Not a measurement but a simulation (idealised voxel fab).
Process module name: voxel ribs on slabs
Square cells of 5 nm make up the cross-section cut, whose width is 270 nm.
Reading order for cross-sections: top band down to bottom band. Underlying form: a grid of square cells. Band size: one or more rows of cells. Band: top height; bottom height; in nm. Then, left to right: material with width in nm, for each material. "all across": a single material spanning edge to edge. "blank": empty space. Basically, 0 is our baseline, since under it the wafer straight out of the box is all one material. The bottom band has no lower end and keeps on going down, so it looks like "0 down". The notation "30 to 40" denotes a width that varies across the rows of cells in the band, beginning at the first number in the top row, finishing at the second number in the bottom row, and changing by an identical amount from each row to the next. The cross-section has no changed cell in any step marked "everything unchanged". Entry "Fully sealed voids" = empty spaces >= 8 cells with no open way to the top; each as width x height at distance, distance from left edge, all nm. Step line, after settings: the simulator's comment on this step. overlay nm: step with mask; distance mask lay right of planned place; negative value = left of planned place.

Set out below are the planned steps of the process
- 1: RECEIVE | material Si
- 2: DIRECTIONAL_DEP | material SiO2 | thk nm 25
- 3: DIRECTIONAL_DEP | material SiN | thk nm 20
- 4: PATTERN | tone cover | mask id RIB | material resist | width nm 15 | thk nm 20 | overlay nm 0
- 5: DIRECTIONAL_ETCH | etch materials SiN | depth nm 5
- 6: STRIP | etch materials resist
- 7: PATTERN | tone cover | mask id SLAB | material resist | width nm 75 | thk nm 20 | overlay nm 0
- 8: DIRECTIONAL_ETCH | etch materials SiN | depth nm 15
- 9: STRIP | etch materials resist
- 10: FILL_DEP | material SiO2 | thk nm 25
- 11: CMP | height nm 60
- 12: DIRECTIONAL_DEP | material W | thk nm 5
- 13: MASKED_ETCH | tone cover | mask id HEATER | width nm 25 | etch materials W | depth nm 5 | overlay nm 0
- 14: CONFORMAL_DEP | material SiO2 | thk nm 5

As received (post step 1): cross-section
- 0 down: Si all across
- Fully sealed voids: none

Cross-section taken at module completion on the first of two wafers; processed per the plan
- 70 to 65: 115 nm blank  35 nm SiO2  120 nm blank
- 65 to 60: 120 nm SiO2  25 nm W  125 nm SiO2
- 60 to 45: SiO2 all across
- 45 to 40: 125 nm SiO2  15 nm SiN  130 nm SiO2
- 40 to 25: 95 nm SiO2  75 nm SiN  100 nm SiO2
- 25 to 0: SiO2 all across
- 0 down: Si all across
- Fully sealed voids: none

Wafer two cross-section, module end. Start and plan unchanged from wafer one; one mistake made during the run
- 70 to 65: 115 nm blank  35 nm SiO2  120 nm blank
- 65 to 60: 120 nm SiO2  25 nm W  125 nm SiO2
- 60 to 40: SiO2 all across
- 40 to 30: 95 nm SiN  75 nm SiO2  100 nm SiN
- 30 to 25: 95 nm SiN  30 nm SiO2  15 nm SiN  30 nm SiO2  100 nm SiN
- 25 to 0: SiO2 all across
- 0 down: Si all across
- Fully sealed voids: none
What was the processing mistake? step 7 went in with a setting other than planned; the actual run was PATTERN | tone open | mask id SLAB | material resist | width nm 75 | thk nm 20 | overlay nm 0
At the finish, the second wafer shows more or fewer cells for some materials than the first does: SiN: 72 more, SiO2: 72 fewer
